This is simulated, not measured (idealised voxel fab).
The process module presented herein is designated voxel transistor to metal.
Square cells of 5 nm make up the cross-section cut, whose width is 185 nm.
Cross-section format: a grid of square cells, given as bands from top to bottom; each band is one or more rows of cells.
Heads up on the band format: heights come first, top then bottom, in nm. After that it's the materials left to right, each with its width in nm. A single material flagged "edge to edge" fills the whole band edge to edge, and "empty" means there's empty space there.
All heights in this document are referenced to 0, defined as the level beneath which the wafer, as received, consists entirely of one material. The lowest band is not bounded below; it extends indefinitely downward and is written in the form "0 down".
Read "30 to 40" as a graded width: first number on top, second number at the bottom, same change between each pair of neighbouring rows.
Where the words "same as before" appear for a step, the cross-section shows no cell changed by that step; every cell remained as before.
If an empty space has no open way to the top and is at least 8 cells in size, "Enclosed internal voids" lists it, written width x height at distance, where distance is measured from the left edge and every value is in nm.
Text after the settings on a step's line: the simulator's own remark on that step.
overlay nm: where the mask lay relative to plan, measured to the right, on steps with a mask; negatives go left.

Here's what the planned process steps look like
1,RECEIVE, material Si
2,CONFORMAL_DEP, material SiO2, thk nm 5
3,CONFORMAL_DEP, material SiN, thk nm 10
4,DIRECTIONAL_DEP, material aC, thk nm 10
5,PATTERN, tone cover, mask id ACTIVE, material resist, width nm 95, thk nm 30, overlay nm 0
6,DIRECTIONAL_ETCH, etch materials aC, depth nm 10
7,STRIP, etch materials resist
8,DIRECTIONAL_ETCH, etch materials SiN, depth nm 10
9,DIRECTIONAL_ETCH, etch materials SiO2, depth nm 5
10,DIRECTIONAL_ETCH, etch materials Si, depth nm 25
11,STRIP, etch materials aC
12,FILL_DEP, material SiO2, thk nm 15
13,CMP, height nm 15
14,SELECTIVE_ETCH, etch materials SiO2, depth nm 5
15,STRIP, etch materials SiN
16,SELECTIVE_ETCH, etch materials SiO2, depth nm 5
17,OXIDIZE, depth nm 5
18,DIRECTIONAL_DEP, material polySi, thk nm 25
19,DIRECTIONAL_DEP, material SiCN, thk nm 15
20,MASKED_ETCH, tone cover, mask id GATE, width nm 25, etch materials SiCN, depth nm 25, overlay nm 0
21,MASKED_ETCH, tone cover, mask id GATE, width nm 25, etch materials polySi, depth nm 35, overlay nm 0
22,CONFORMAL_DEP, material SiN, thk nm 5
23,DIRECTIONAL_ETCH, etch materials SiN, depth nm 5
24,DIRECTIONAL_ETCH, etch materials SiO2, depth nm 5
25,EPI, material SiGe, thk nm 5
26,FILL_DEP, material SiO2, thk nm 10
27,CMP, height nm 25
28,STRIP, etch materials polySi
29,SELECTIVE_ETCH, etch materials SiO2, depth nm 5
30,CONFORMAL_DEP, material HfO2, thk nm 5
31,CONFORMAL_DEP, material TiN, thk nm 5
32,FILL_DEP, material W, thk nm 10
33,CMP, height nm 20
34,DIRECTIONAL_DEP, material SiO2, thk nm 15
35,MASKED_ETCH, tone open, mask id CONTACT, width nm 15, pitch nm 70, etch materials SiO2, depth nm 35, overlay nm 0
36,CONFORMAL_DEP, material TiN, thk nm 5
37,FILL_DEP, material Ru, thk nm 5
38,CMP, height nm 35
39,DIRECTIONAL_DEP, material TiN, thk nm 5
40,DIRECTIONAL_DEP, material Ru, thk nm 15
41,MASKED_ETCH, tone cover, mask id METAL_1, width nm 15, pitch nm 70, etch materials Ru, depth nm 15, overlay nm 0
42,MASKED_ETCH, tone cover, mask id METAL_1, width nm 15, pitch nm 70, etch materials TiN, depth nm 5, overlay nm 0
43,CONFORMAL_DEP, material SiCN, thk nm 5
44,FILL_DEP, material lowk, thk nm 5
45,CMP, height nm 55
46,CONFORMAL_DEP, material SiCN, thk nm 5
47,DIRECTIONAL_DEP, material lowk, thk nm 25
48,DIRECTIONAL_DEP, material aC, thk nm 10
49,PATTERN, tone open, mask id METAL_2, material resist, width nm 15, pitch nm 70, thk nm 30, overlay nm 0
50,DIRECTIONAL_ETCH, etch materials aC, depth nm 10
51,STRIP, etch materials resist
52,DIRECTIONAL_ETCH, etch materials lowk, depth nm 15
53,STRIP, etch materials aC
54,MASKED_ETCH, tone open, mask id METAL_2_HOLES, width nm 15, pitch nm 70, etch materials lowk, depth nm 10, overlay nm 0
55,MASKED_ETCH, tone open, mask id METAL_2_HOLES, width nm 15, pitch nm 70, etch materials SiCN, depth nm 5, overlay nm 0
56,CONFORMAL_DEP, material TiN, thk nm 5
57,FILL_DEP, material Cu, thk nm 5
58,CMP, height nm 85
59,CONFORMAL_DEP, material SiCN, thk nm 5

Wafer at receipt (post step 1), cross-section
    0 down: Si edge to edge
    Enclosed internal voids: none

Result of the module, cross-sectioned: start per above, plan per above, one error in how it was run
    90 to 85: SiCN edge to edge
    85 to 80: Cu edge to edge
    80 to 75: TiN=55  Cu=5  TiN=65  Cu=5  TiN=55
    75 to 70: lowk=50  TiN=15  lowk=55  TiN=15  lowk=50
    70 to 60: lowk edge to edge
    60 to 55: SiCN edge to edge
    55 to 40: lowk=45  SiCN=5  Ru=15  SiCN=5  lowk=45  SiCN=5  Ru=15  SiCN=5  lowk=45
    40 to 35: SiCN=50  TiN=15  SiCN=55  TiN=15  SiCN=50
    35 to 20: SiO2=50  TiN=5  Ru=5  TiN=5  SiO2=55  TiN=5  Ru=5  TiN=5  SiO2=50
    20 to 5: SiO2=50  TiN=5  Ru=5  TiN=5  SiO2=10  SiN=5  HfO2=5  TiN=5  W=5  TiN=5  HfO2=5  SiN=5  SiO2=10  TiN=5  Ru=5  TiN=5  SiO2=50
    5 to 0: SiO2=40  SiN=5  SiO2=5  TiN=15  SiO2=10  SiN=5  HfO2=5  TiN=15  HfO2=5  SiN=5  SiO2=10  TiN=15  SiO2=5  SiN=5  SiO2=40
    0 to -5: SiO2=45  SiGe=30  HfO2=35  SiGe=30  SiO2=45
    -5 to -25: SiO2=45  Si=95  SiO2=45
    -25 down: Si edge to edge
    Enclosed internal voids: none
Against the plan, the run slipped here: step 54 went in with a setting other than planned; the actual run was MASKED_ETCH, tone cover, mask id METAL_2_HOLES, width nm 15, pitch nm 70, etch materials lowk, depth nm 10, overlay nm 0
